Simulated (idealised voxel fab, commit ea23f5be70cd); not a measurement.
A process module follows: voxel double patterning.
Displayed cross-section: cut, width of 300 nm, square cells sized 5 nm.
Notation: cross-section as square-cell grid; stated in bands, top first, going down; one or more cell rows per band. What a band's entry tells you: where the top is and where the bottom is, as heights in nm, and after that what lies inside, material by material from left to right, each with its width in nm. Empty space is written as the word "blank", and a single material marked with the word "all across" occupies the band from edge to edge. Ref level 0: as-received wafer is one material below here. Bottom band extends down with no lower bound ("top 0, no bottom"). Graded width ("30->40"): value in top row of band = first number; value in bottom row = second number; row-to-row change constant. For the purposes of this document, the phrase "nothing altered" attached to a step denotes that no cell within the cross-section was modified by that step. Reported under the label "Completely sealed voids" are the empty spaces having no open way to the top and comprising 8 cells or more; the notation for each is width x height at distance, in which the distance is measured from the left edge and all three values are in nm. The remark found on a step's line after its settings is issued by the simulator itself and pertains to that step. The "overlay nm" setting may appear on a step's line; for a step that uses a mask, it gives how far to the right of its planned position the mask lay, and a negative value indicates the left.

-- Intended process steps
1 RECEIVE (material Si)
2 CONFORMAL_DEP (material SiN; thk nm 5)
3 DIRECTIONAL_DEP (material SiO2; thk nm 20)
4 DIRECTIONAL_DEP (material SiCN; thk nm 10)
5 DIRECTIONAL_DEP (material aC; thk nm 10)
6 PATTERN (tone open; mask id FIRST; material resist; width nm 15; pitch nm 50; thk nm 25; overlay nm 0)
7 DIRECTIONAL_ETCH (etch materials aC; depth nm 10)
8 STRIP (etch materials resist)
9 DIRECTIONAL_ETCH (etch materials SiCN; depth nm 10)
10 STRIP (etch materials aC)
11 DIRECTIONAL_DEP (material aC; thk nm 10)
12 PATTERN (tone open; mask id SECOND; material resist; width nm 15; pitch nm 50; thk nm 30; overlay nm 0)
13 DIRECTIONAL_ETCH (etch materials aC; depth nm 10)
14 STRIP (etch materials resist)
15 DIRECTIONAL_ETCH (etch materials SiCN; depth nm 10)
16 STRIP (etch materials aC)
17 DIRECTIONAL_ETCH (etch materials SiO2; depth nm 20)
18 STRIP (etch materials SiCN)

-- The following pertains to the first of two wafers, which was processed as planned

-- Cross-section of the wafer at receipt, which is the condition after step 1
  top 0, no bottom: Si all across
  Completely sealed voids: none

-- After step 2, in cross-section
  top 5, bottom 0: SiN all across
  Everything under 0 stays put, no change at all.

-- After step 3, in cross-section
  top 25, bottom 5: SiO2 all across
  Everything under 5 stays put, no change at all.

-- After step 4, in cross-section
  top 35, bottom 25: SiCN all across
  Everything under 25 stays put, no change at all.

-- After step 5, in cross-section
  top 45, bottom 35: aC all across
  Everything under 35 stays put, no change at all.

-- After step 6, in cross-section
  top 70, bottom 45: 90 resist, 15 blank, 35 resist, 15 blank, 35 resist, 15 blank, 95 resist
  Everything under 45 stays put, no change at all.

-- After step 7, in cross-section
  top 60, bottom 45: 90 resist, 15 blank, 35 resist, 15 blank, 35 resist, 15 blank, 95 resist
  top 45, bottom 35: 90 aC, 15 blank, 35 aC, 15 blank, 35 aC, 15 blank, 95 aC
  Everything under 35 stays put, no change at all.

-- After step 8, in cross-section
  top 45, bottom 35: 90 aC, 15 blank, 35 aC, 15 blank, 35 aC, 15 blank, 95 aC
  Everything under 35 stays put, no change at all.

-- After step 9, in cross-section
  top 45, bottom 35: 90 aC, 15 blank, 35 aC, 15 blank, 35 aC, 15 blank, 95 aC
  top 35, bottom 25: 90 SiCN, 15 blank, 35 SiCN, 15 blank, 35 SiCN, 15 blank, 95 SiCN
  Everything under 25 stays put, no change at all.

-- After step 10, in cross-section
  top 35, bottom 25: 90 SiCN, 15 blank, 35 SiCN, 15 blank, 35 SiCN, 15 blank, 95 SiCN
  Everything under 25 stays put, no change at all.

-- After step 11, in cross-section
  top 45, bottom 35: 90 aC, 15 blank, 35 aC, 15 blank, 35 aC, 15 blank, 95 aC
  top 35, bottom 25: 90 SiCN, 15 aC, 35 SiCN, 15 aC, 35 SiCN, 15 aC, 95 SiCN
  Everything under 25 stays put, no change at all.

-- After step 12, in cross-section
  top 75, bottom 45: 115 resist, 15 blank, 35 resist, 15 blank, 120 resist
  top 45, bottom 35: 90 aC, 15 resist, 35 aC, 15 resist, 35 aC, 15 resist, 95 aC
  Everything under 35 stays put, no change at all.

-- After step 13, in cross-section
  top 65, bottom 45: 115 resist, 15 blank, 35 resist, 15 blank, 120 resist
  top 45, bottom 35: 90 aC, 15 resist, 10 aC, 15 blank, 10 aC, 15 resist, 10 aC, 15 blank, 10 aC, 15 resist, 95 aC
  Everything under 35 stays put, no change at all.

-- After step 14, in cross-section
  top 45, bottom 35: 90 aC, 15 blank, 10 aC, 15 blank, 10 aC, 15 blank, 10 aC, 15 blank, 10 aC, 15 blank, 95 aC
  Everything under 35 stays put, no change at all.

-- After step 15, in cross-section
  top 45, bottom 35: 90 aC, 15 blank, 10 aC, 15 blank, 10 aC, 15 blank, 10 aC, 15 blank, 10 aC, 15 blank, 95 aC
  top 35, bottom 25: 90 SiCN, 15 aC, 10 SiCN, 15 blank, 10 SiCN, 15 aC, 10 SiCN, 15 blank, 10 SiCN, 15 aC, 95 SiCN
  Everything under 25 stays put, no change at all.

-- After step 16, in cross-section
  top 35, bottom 25: 90 SiCN, 15 blank, 10 SiCN, 15 blank, 10 SiCN, 15 blank, 10 SiCN, 15 blank, 10 SiCN, 15 blank, 95 SiCN
  Everything under 25 stays put, no change at all.

-- After step 17, in cross-section
  top 35, bottom 25: 90 SiCN, 15 blank, 10 SiCN, 15 blank, 10 SiCN, 15 blank, 10 SiCN, 15 blank, 10 SiCN, 15 blank, 95 SiCN
  top 25, bottom 5: 90 SiO2, 15 blank, 10 SiO2, 15 blank, 10 SiO2, 15 blank, 10 SiO2, 15 blank, 10 SiO2, 15 blank, 95 SiO2
  Everything under 5 stays put, no change at all.

-- After step 18, in cross-section
  top 25, bottom 5: 90 SiO2, 15 blank, 10 SiO2, 15 blank, 10 SiO2, 15 blank, 10 SiO2, 15 blank, 10 SiO2, 15 blank, 95 SiO2
  Everything under 5 stays put, no change at all.

-- Wafer two: like wafer one in start and plan, but with one mistake in execution; identical up to and including step 5

-- Second wafer cross-section, taken as of the time the plan sets for step 6 to be done
  top 70, bottom 45: 95 resist, 15 blank, 35 resist, 15 blank, 35 resist, 15 blank, 90 resist
  Everything under 45 stays put, no change at all.

-- Second wafer cross-section, taken as of the time the plan sets for step 7 to be done
  top 60, bottom 45: 95 resist, 15 blank, 35 resist, 15 blank, 35 resist, 15 blank, 90 resist
  top 45, bottom 35: 95 aC, 15 blank, 35 aC, 15 blank, 35 aC, 15 blank, 90 aC
  Everything under 35 stays put, no change at all.

-- Second wafer cross-section, taken as of the time the plan sets for step 8 to be done
  top 45, bottom 35: 95 aC, 15 blank, 35 aC, 15 blank, 35 aC, 15 blank, 90 aC
  Everything under 35 stays put, no change at all.

-- Second wafer cross-section, taken as of the time the plan sets for step 9 to be done
  top 45, bottom 35: 95 aC, 15 blank, 35 aC, 15 blank, 35 aC, 15 blank, 90 aC
  top 35, bottom 25: 95 SiCN, 15 blank, 35 SiCN, 15 blank, 35 SiCN, 15 blank, 90 SiCN
  Everything under 25 stays put, no change at all.

-- Second wafer cross-section, taken as of the time the plan sets for step 10 to be done
  top 35, bottom 25: 95 SiCN, 15 blank, 35 SiCN, 15 blank, 35 SiCN, 15 blank, 90 SiCN
  Everything under 25 stays put, no change at all.

-- Second wafer cross-section, taken as of the time the plan sets for step 11 to be done
  top 45, bottom 35: 95 aC, 15 blank, 35 aC, 15 blank, 35 aC, 15 blank, 90 aC
  top 35, bottom 25: 95 SiCN, 15 aC, 35 SiCN, 15 aC, 35 SiCN, 15 aC, 90 SiCN
  Everything under 25 stays put, no change at all.

-- Second wafer cross-section, taken as of the time the plan sets for step 12 to be done
  top 75, bottom 45: 115 resist, 15 blank, 35 resist, 15 blank, 120 resist
  top 45, bottom 35: 95 aC, 15 resist, 35 aC, 15 resist, 35 aC, 15 resist, 90 aC
  Everything under 35 stays put, no change at all.

-- Second wafer cross-section, taken as of the time the plan sets for step 13 to be done
  top 65, bottom 45: 115 resist, 15 blank, 35 resist, 15 blank, 120 resist
  top 45, bottom 35: 95 aC, 15 resist, 5 aC, 15 blank, 15 aC, 15 resist, 5 aC, 15 blank, 15 aC, 15 resist, 90 aC
  Everything under 35 stays put, no change at all.

-- Second wafer cross-section, taken as of the time the plan sets for step 14 to be done
  top 45, bottom 35: 95 aC, 15 blank, 5 aC, 15 blank, 15 aC, 15 blank, 5 aC, 15 blank, 15 aC, 15 blank, 90 aC
  Everything under 35 stays put, no change at all.

-- Second wafer cross-section, taken as of the time the plan sets for step 15 to be done
  top 45, bottom 35: 95 aC, 15 blank, 5 aC, 15 blank, 15 aC, 15 blank, 5 aC, 15 blank, 15 aC, 15 blank, 90 aC
  top 35, bottom 25: 95 SiCN, 15 aC, 5 SiCN, 15 blank, 15 SiCN, 15 aC, 5 SiCN, 15 blank, 15 SiCN, 15 aC, 90 SiCN
  Everything under 25 stays put, no change at all.

-- Second wafer cross-section, taken as of the time the plan sets for step 16 to be done
  top 35, bottom 25: 95 SiCN, 15 blank, 5 SiCN, 15 blank, 15 SiCN, 15 blank, 5 SiCN, 15 blank, 15 SiCN, 15 blank, 90 SiCN
  Everything under 25 stays put, no change at all.

-- Second wafer cross-section, taken as of the time the plan sets for step 17 to be done
  top 35, bottom 25: 95 SiCN, 15 blank, 5 SiCN, 15 blank, 15 SiCN, 15 blank, 5 SiCN, 15 blank, 15 SiCN, 15 blank, 90 SiCN
  top 25, bottom 5: 95 SiO2, 15 blank, 5 SiO2, 15 blank, 15 SiO2, 15 blank, 5 SiO2, 15 blank, 15 SiO2, 15 blank, 90 SiO2
  Everything under 5 stays put, no change at all.

-- Second wafer cross-section, taken as of the time the plan sets for step 18 to be done
  top 25, bottom 5: 95 SiO2, 15 blank, 5 SiO2, 15 blank, 15 SiO2, 15 blank, 5 SiO2, 15 blank, 15 SiO2, 15 blank, 90 SiO2
  Everything under 5 stays put, no change at all.
Want to know what went wrong? so step 6 ended up running with a different setting than we planned, it ran as PATTERN (tone open; mask id FIRST; material resist; width nm 15; pitch nm 50; thk nm 25; overlay nm 5)
The concluding comparison shows that, measured in cells, each material is equally abundant on both wafers, albeit at different positions.
